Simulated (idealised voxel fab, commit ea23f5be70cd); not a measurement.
process module | voxel self aligned contacts
cross-section cut | 225 nm wide | cells 5 nm
A cross-section is a grid of square cells, given in bands from the top down. A band is one or more rows of cells.
Each band's line starts with the height of the band's top and of its bottom, in nm. Then come its materials from left to right, each with its width in nm. One material with "throughout" fills the band from edge to edge. "air" is empty space.
Height 0 is the level under which the wafer as received is all one material. The lowest band goes on downwards, as in "0 down".
A width such as "30 to 40" changes by the same amount from each row of cells to the next, from the band's top row to its bottom row.
"no change" after a step means that no cell of the cross-section changed.
closed voids: empty space of 8 cells or more with no open way to the top, each as width x height at its distance from the left edge, in nm
after a step's settings: what the simulator itself notes on the step
overlay nm, on a step with a mask: how far to the right of its planned place the mask lay; to the left if negative
plan
1 op RECEIVE | material Si
2 op CONFORMAL_DEP | material SiO2 | thk nm 5
3 op DIRECTIONAL_DEP | material polySi | thk nm 20
4 op DIRECTIONAL_DEP | material SiN | thk nm 20
5 op DIRECTIONAL_DEP | material aC | thk nm 15
6 op PATTERN | tone cover | mask id GATE | material resist | width nm 35 | pitch nm 75 | thk nm 35 | overlay nm 0
7 op DIRECTIONAL_ETCH | etch materials aC | depth nm 15
8 op STRIP | etch materials resist
9 op DIRECTIONAL_ETCH | etch materials SiN | depth nm 20
10 op DIRECTIONAL_ETCH | etch materials polySi | depth nm 20
11 op STRIP | etch materials aC
12 op CONFORMAL_DEP | material SiN | thk nm 10
13 op DIRECTIONAL_ETCH | etch materials SiN | depth nm 10
14 op FILL_DEP | material SiO2 | thk nm 15
15 op CMP | height nm 45
16 op PATTERN | tone open | mask id CONTACT | material resist | width nm 50 | thk nm 20 | overlay nm 0
17 op DIRECTIONAL_ETCH | etch materials SiO2 | depth nm 55
18 op STRIP | etch materials resist
19 op CONFORMAL_DEP | material TiN | thk nm 5
20 op FILL_DEP | material W | thk nm 10
21 op CMP | height nm 55
22 op CONFORMAL_DEP | material SiCN | thk nm 5
varied across the wafers: height nm of step 15. The plan shows the first wafer's value. All wafers start alike
first wafer as received, after step 1
  0 down: Si throughout
  closed voids: none
each wafer at the end: cells of each material gained (+) or lost (-) since it was received, then its closed voids
height nm 45 | +45 SiCN | +120 SiN | +193 SiO2 | +63 TiN | +63 W | +56 polySi | closed voids: none
height nm 50 | +45 SiCN | +120 SiN | +228 SiO2 | +65 TiN | +26 W | +56 polySi | closed voids: none
height nm 55 | +45 SiCN | +120 SiN | +263 SiO2 | +30 TiN | +26 W | +56 polySi | closed voids: none
height nm 60 | +45 SiCN | +120 SiN | +267 SiO2 | +28 TiN | +24 W | +56 polySi | closed voids: none
